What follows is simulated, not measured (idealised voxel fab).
Name of the process module below: voxel gate over fins
Section shown: cut. Width: 300 nm. Cell size: 5 nm, square.
Think of the cross-section as a grid of square cells. We describe it in bands, top to bottom, and each band covers one or more rows of those cells. Heads up on the band format: heights come first, top then bottom, in nm. After that it's the materials left to right, each with its width in nm. A single material flagged "edge to edge" fills the whole band edge to edge, and "air" means there's empty space there. Basically, 0 is our baseline, since under it the wafer straight out of the box is all one material. The bottom band has no lower end and keeps on going down, so it looks like "0..down". The notation "30 to 40" denotes a width that varies across the rows of cells in the band, beginning at the first number in the top row, finishing at the second number in the bottom row, and changing by an identical amount from each row to the next. A step reported as "nothing altered" is a step in which no cell of the cross-section changed. The entry "Trapped voids" lists the empty spaces that cover at least 8 cells and have no open path to the top. Each is written as width x height at distance, where the distance is measured from the left edge and all three values are in nm. Text after the settings on a step's line: the simulator's own remark on that step. overlay nm: mask offset rightward from planned place, masked step; negative means leftward offset.
### The process steps that were planned are listed below
1 RECEIVE with material Si
2 CONFORMAL_DEP with material SiN, thk nm 10
3 DIRECTIONAL_DEP with material aC, thk nm 15
4 PATTERN with tone cover, mask id FINS, material resist, width nm 15, pitch nm 40, thk nm 35, overlay nm 0
5 DIRECTIONAL_ETCH with etch materials aC, depth nm 15
6 STRIP with etch materials resist
7 DIRECTIONAL_ETCH with etch materials SiN, depth nm 10
8 DIRECTIONAL_ETCH with etch materials Si, depth nm 30
9 STRIP with etch materials aC
10 OXIDIZE with depth nm 5
11 FILL_DEP with material SiO2, thk nm 5
12 CMP with height nm 10
13 SELECTIVE_ETCH with etch materials SiO2, depth nm 25
14 STRIP with etch materials SiN
15 CONFORMAL_DEP with material HfO2, thk nm 5
16 CONFORMAL_DEP with material TiN, thk nm 5
17 FILL_DEP with material W, thk nm 15
18 CMP with height nm 20
19 CONFORMAL_DEP with material SiCN, thk nm 10
### Delivered wafer in cross-section: state after step 1
	0..down = Si edge to edge
	Trapped voids: none
### Cross-section taken at module completion on the first of two wafers; processed per the plan
	30..20 = SiCN edge to edge
	20..10 = W edge to edge
	10..5 = 95 of W, then 25 of TiN, then 15 of W, then 25 of TiN, then 15 of W, then 25 of TiN, then 100 of W
	5..0 = 95 of W, then 5 of TiN, then 15 of HfO2, then 5 of TiN, then 15 of W, then 5 of TiN, then 15 of HfO2, then 5 of TiN, then 15 of W, then 5 of TiN, then 15 of HfO2, then 5 of TiN, then 100 of W
	0..-5 = 95 of W, then 5 of TiN, then 5 of HfO2, then 5 of Si, then 5 of HfO2, then 5 of TiN, then 15 of W, then 5 of TiN, then 5 of HfO2, then 5 of Si, then 5 of HfO2, then 5 of TiN, then 15 of W, then 5 of TiN, then 5 of HfO2, then 5 of Si, then 5 of HfO2, then 5 of TiN, then 100 of W
	-5..-10 = 100 of TiN, then 5 of HfO2, then 5 of Si, then 5 of HfO2, then 25 of TiN, then 5 of HfO2, then 5 of Si, then 5 of HfO2, then 25 of TiN, then 5 of HfO2, then 5 of Si, then 5 of HfO2, then 105 of TiN
	-10..-15 = 105 of HfO2, then 5 of Si, then 35 of HfO2, then 5 of Si, then 35 of HfO2, then 5 of Si, then 110 of HfO2
	-15..-35 = 105 of SiO2, then 5 of Si, then 35 of SiO2, then 5 of Si, then 35 of SiO2, then 5 of Si, then 110 of SiO2
	-35..down = Si edge to edge
	Trapped voids: none
### Wafer two (of two), end-of-module cross-section: start = wafer one, plan = wafer one, one run mistake
	30..20 = SiCN edge to edge
	20..10 = W edge to edge
	10..5 = 105 of W, then 25 of TiN, then 15 of W, then 25 of TiN, then 15 of W, then 25 of TiN, then 90 of W
	5..0 = 105 of W, then 5 of TiN, then 15 of HfO2, then 5 of TiN, then 15 of W, then 5 of TiN, then 15 of HfO2, then 5 of TiN, then 15 of W, then 5 of TiN, then 15 of HfO2, then 5 of TiN, then 90 of W
	0..-5 = 105 of W, then 5 of TiN, then 5 of HfO2, then 5 of Si, then 5 of HfO2, then 5 of TiN, then 15 of W, then 5 of TiN, then 5 of HfO2, then 5 of Si, then 5 of HfO2, then 5 of TiN, then 15 of W, then 5 of TiN, then 5 of HfO2, then 5 of Si, then 5 of HfO2, then 5 of TiN, then 90 of W
	-5..-10 = 110 of TiN, then 5 of HfO2, then 5 of Si, then 5 of HfO2, then 25 of TiN, then 5 of HfO2, then 5 of Si, then 5 of HfO2, then 25 of TiN, then 5 of HfO2, then 5 of Si, then 5 of HfO2, then 95 of TiN
	-10..-15 = 115 of HfO2, then 5 of Si, then 35 of HfO2, then 5 of Si, then 35 of HfO2, then 5 of Si, then 100 of HfO2
	-15..-35 = 115 of SiO2, then 5 of Si, then 35 of SiO2, then 5 of Si, then 35 of SiO2, then 5 of Si, then 100 of SiO2
	-35..down = Si edge to edge
	Trapped voids: none
Misprocessing identified: step 4 did not use the planned setting and instead ran as PATTERN with tone cover, mask id FINS, material resist, width nm 15, pitch nm 40, thk nm 35, overlay nm 10
Tallied in cells, the final second wafer holds each material in the same quantity as the first, although not at the same places.
